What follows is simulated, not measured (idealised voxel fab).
Module name: voxel spacer lines (process module)
cross-section cut | 180 nm wide | cells 5 nm
Each cross-section below is a grid of square cells, stated as bands in top-down order, with one or more rows of cells making up each band. A band entry consists of two parts. The first gives the height of the band's top and the height of its bottom, in nm. The rest lists the band's materials from left to right, each with its width in nm. A single material labelled with the word "all across" fills the band from edge to edge, and the word "empty" marks empty space. The level at which height equals 0 is the one under which the wafer, as it arrives, is entirely one material. No lower edge exists for the bottom band, which continues downward and is notated as in "from 0 down". So if you see something like "30->40" for the width, read it as the top row of the band sitting at the first number and the bottom row at the second, with every row in between moving by the same amount as the last. No cell of the cross-section changed in a step that is given as "nothing got changed". So "Enclosed voids" is basically the list of trapped voids: any empty space of 8 cells or more that can't reach the top through an opening. They're written width x height at distance, the distance being from the left edge, and it's all nm. Read whatever lies past the settings on a step's line as the simulator's own remark about the step. Each step line may optionally specify "overlay nm", which for a step with a mask gives the rightward distance between the mask's planned place and where it lay, a negative value indicating the leftward direction.

### The steps planned for the process are as follows
- 1: RECEIVE | material Si
- 2: CONFORMAL_DEP | material Al2O3 | thk nm 5
- 3: DIRECTIONAL_DEP | material polySi | thk nm 15
- 4: DIRECTIONAL_DEP | material aC | thk nm 20
- 5: PATTERN | tone cover | mask id MANDREL | material resist | width nm 20 | pitch nm 60 | thk nm 25 | overlay nm 0
- 6: DIRECTIONAL_ETCH | etch materials aC | depth nm 20
- 7: STRIP | etch materials resist
- 8: CONFORMAL_DEP | material SiO2 | thk nm 10
- 9: DIRECTIONAL_ETCH | etch materials SiO2 | depth nm 10
- 10: STRIP | etch materials aC
- 11: DIRECTIONAL_ETCH | etch materials polySi | depth nm 15
- 12: STRIP | etch materials SiO2

### Cross-section of the wafer upon arrival, representing the state reached after step 1
from 0 down | Si all across
Enclosed voids: none

### Cross-section: first of two wafers, module finished, run according to plan
from 20 to 5 | 40 of empty, 10 of polySi, 20 of empty, 10 of polySi, 20 of empty, 10 of polySi, 20 of empty, 10 of polySi, 40 of empty
from 5 to 0 | Al2O3 all across
from 0 down | Si all across
Enclosed voids: none

### Now the second wafer, cross-sectioned at the end of the module. Nothing different at the start, nothing different in the plan compared with the first, just one mistake when it was actually run
from 25 to 10 | 40 of empty, 10 of polySi, 20 of empty, 10 of polySi, 20 of empty, 10 of polySi, 20 of empty, 10 of polySi, 40 of empty
from 10 to 5 | polySi all across
from 5 to 0 | Al2O3 all across
from 0 down | Si all across
Enclosed voids: none
What was the processing mistake? contrary to plan, step 3 was performed as DIRECTIONAL_DEP | material polySi | thk nm 20
The second wafer ends with more or fewer cells of some materials than the first, per final count: 36 more of polySi
